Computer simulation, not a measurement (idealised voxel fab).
Presented below is a process module, voxel self aligned vias.
For reference, the cross-section in this document is cut, with width 260 nm and square cells of 5 nm.
A cross-section in this document is a grid of square cells, and it is written down as bands, the top band listed before the ones below it; a band is made up of one or more rows of cells. What a band's entry tells you: where the top is and where the bottom is, as heights in nm, and after that what lies inside, material by material from left to right, each with its width in nm. Empty space is written as the word "blank", and a single material marked with the word "throughout" occupies the band from edge to edge. Height datum 0, below which the as-received substrate wafer is one material. Lowest band open at the bottom, running downward: "z 0 and below". Think of "30->40" as a width that walks from the first number to the second as you go down the band, top row to bottom row, taking equal-sized steps from row to row. Take "remained unchanged" at face value: in the step it is given for, the cross-section changed in none of its cells. The entry "Sealed void listing" lists the empty spaces that cover at least 8 cells and have no open path to the top. Each is written as width x height at distance, where the distance is measured from the left edge and all three values are in nm. What comes after the settings on a step's line is commentary from the simulator itself on that step. Regarding "overlay nm": on a step with a mask, it is the distance the mask lay to the right of its planned place; a negative value places it to the left.
PLANNED STEP LIST FOR THE PROCESS
1: op RECEIVE | material Si
2: op CONFORMAL_DEP | material SiO2 | thk nm 10
3: op CONFORMAL_DEP | material SiCN | thk nm 5
4: op DIRECTIONAL_DEP | material lowk | thk nm 30
5: op DIRECTIONAL_DEP | material aC | thk nm 15
6: op PATTERN | tone open | mask id LINES | material resist | width nm 20 | pitch nm 60 | thk nm 30 | overlay nm 0
7: op DIRECTIONAL_ETCH | etch materials aC | depth nm 15
8: op STRIP | etch materials resist
9: op DIRECTIONAL_ETCH | etch materials lowk | depth nm 30
10: op STRIP | etch materials aC
11: op CONFORMAL_DEP | material TiN | thk nm 5
12: op FILL_DEP | material Ru | thk nm 5
13: op CMP | height nm 45
14: op SELECTIVE_ETCH | etch materials W Ru TiN | depth nm 5
15: op FILL_DEP | material SiN | thk nm 5
16: op CMP | height nm 45
17: op DIRECTIONAL_DEP | material lowk | thk nm 20
18: op MASKED_ETCH | tone open | mask id VIAS | width nm 40 | pitch nm 60 | etch materials lowk | depth nm 20 | overlay nm 0
19: op MASKED_ETCH | tone open | mask id VIAS | width nm 40 | pitch nm 60 | etch materials SiN | depth nm 5 | overlay nm 0
20: op CONFORMAL_DEP | material TiN | thk nm 5
21: op FILL_DEP | material W | thk nm 5
22: op CMP | height nm 65
23: op CONFORMAL_DEP | material SiN | thk nm 5
CROSS-SECTION: WAFER ON ARRIVAL = AFTER STEP 1
  z 0 and below: Si throughout
  Sealed void listing: none
THE MODULE WAS RUN FROM THE START SHOWN ABOVE USING THE PLAN SHOWN ABOVE, BUT ONE MISTAKE WAS MADE DOING IT; THE RESULTING WAFER CROSS-SECTION IS BELOW
  z 70 to 65: SiN throughout
  z 65 to 50: 70 lowk / 5 TiN / 30 W / 5 TiN / 20 lowk / 5 TiN / 30 W / 5 TiN / 90 lowk
  z 50 to 45: 70 lowk / 25 TiN / 10 W / 5 TiN / 20 lowk / 25 TiN / 10 W / 5 TiN / 90 lowk
  z 45 to 40: 90 lowk / 20 TiN / 40 lowk / 20 TiN / 90 lowk
  z 40 to 20: 90 lowk / 5 TiN / 10 Ru / 5 TiN / 40 lowk / 5 TiN / 10 Ru / 5 TiN / 90 lowk
  z 20 to 15: 90 lowk / 20 TiN / 40 lowk / 20 TiN / 90 lowk
  z 15 to 10: SiCN throughout
  z 10 to 0: SiO2 throughout
  z 0 and below: Si throughout
  Sealed void listing: none
Here's what went sideways: step 18 ran as: op MASKED_ETCH | tone open | mask id VIAS | width nm 40 | pitch nm 60 | etch materials lowk | depth nm 20 | overlay nm -10
